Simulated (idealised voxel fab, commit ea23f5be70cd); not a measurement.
The process module presented herein is designated voxel air gaps.
In the cross-section labelled cut, the width is 185 nm and each square cell is 5 nm.
In this document a cross-section is written as a grid of square cells. It is given as a series of bands, listed from the top down, and a band is one or more rows of cells. Quick guide to a band line: top height, bottom height (nm) up front; then every material left to right with its width in nm. Only one material and it's marked "edge to edge"? Then it fills the band edge to edge. And "air" just means empty space. Height 0 is the level under which the wafer as received is all one material. The lowest band goes on downwards, as in "0 down". Note: "30->40" means the width goes from the first number (top row of the band) to the second number (bottom row) in equal steps per row of cells. "changes: none" after a step means that no cell of the cross-section changed. In the "Sealed internal voids" entry, you get each enclosed empty space of 8 cells or more, one with no open way to the top, written width x height at distance, distance from the left edge, in nm. What comes after the settings on a step's line is commentary from the simulator itself on that step. overlay nm: mask offset rightward from planned place, masked step; negative means leftward offset.
-- List of planned process steps
1) RECEIVE (material Si)
2) CONFORMAL_DEP (material SiO2; thk nm 5)
3) CONFORMAL_DEP (material SiCN; thk nm 5)
4) DIRECTIONAL_DEP (material SiO2; thk nm 30)
5) PATTERN (tone open; mask id LINES; material resist; width nm 20; pitch nm 50; thk nm 20; overlay nm 0)
6) DIRECTIONAL_ETCH (etch materials SiO2; depth nm 30)
7) STRIP (etch materials resist)
8) CONFORMAL_DEP (material TiN; thk nm 5)
9) FILL_DEP (material Cu; thk nm 5)
10) CMP (height nm 45)
11) EPI (material Ru; thk nm 10)
12) SELECTIVE_ETCH (etch materials SiO2; depth nm 40)
13) CONFORMAL_DEP (material SiCN; thk nm 5)
Wafers differ in thk nm at step 2; plan lists the first wafer's value; identical starting state.
-- This is how the first of several wafers looked in cross-section when it arrived, which is after step 1
	0 down | Si edge to edge
	Sealed internal voids: none
-- Per wafer (row), end of module: delta in cells per material since receipt, (+) for gained, (-) for lost; closed voids after that
thk nm 5; +36 Cu; +74 Ru; +74 SiCN; +187 SiO2; +73 TiN; Sealed internal voids: none
thk nm 10; +30 Cu; +48 Ru; +146 SiCN; +74 SiO2; +42 TiN; Sealed internal voids: 20 x 20 at 55; 20 x 20 at 105
thk nm 15; +24 Cu; +48 Ru; +140 SiCN; +111 SiO2; +36 TiN; Sealed internal voids: 20 x 15 at 55; 20 x 15 at 105
thk nm 20; +18 Cu; +48 Ru; +134 SiCN; +148 SiO2; +30 TiN; Sealed internal voids: 20 x 10 at 55; 20 x 10 at 105
thk nm 25; +12 Cu; +48 Ru; +128 SiCN; +185 SiO2; +24 TiN; Sealed internal voids: none
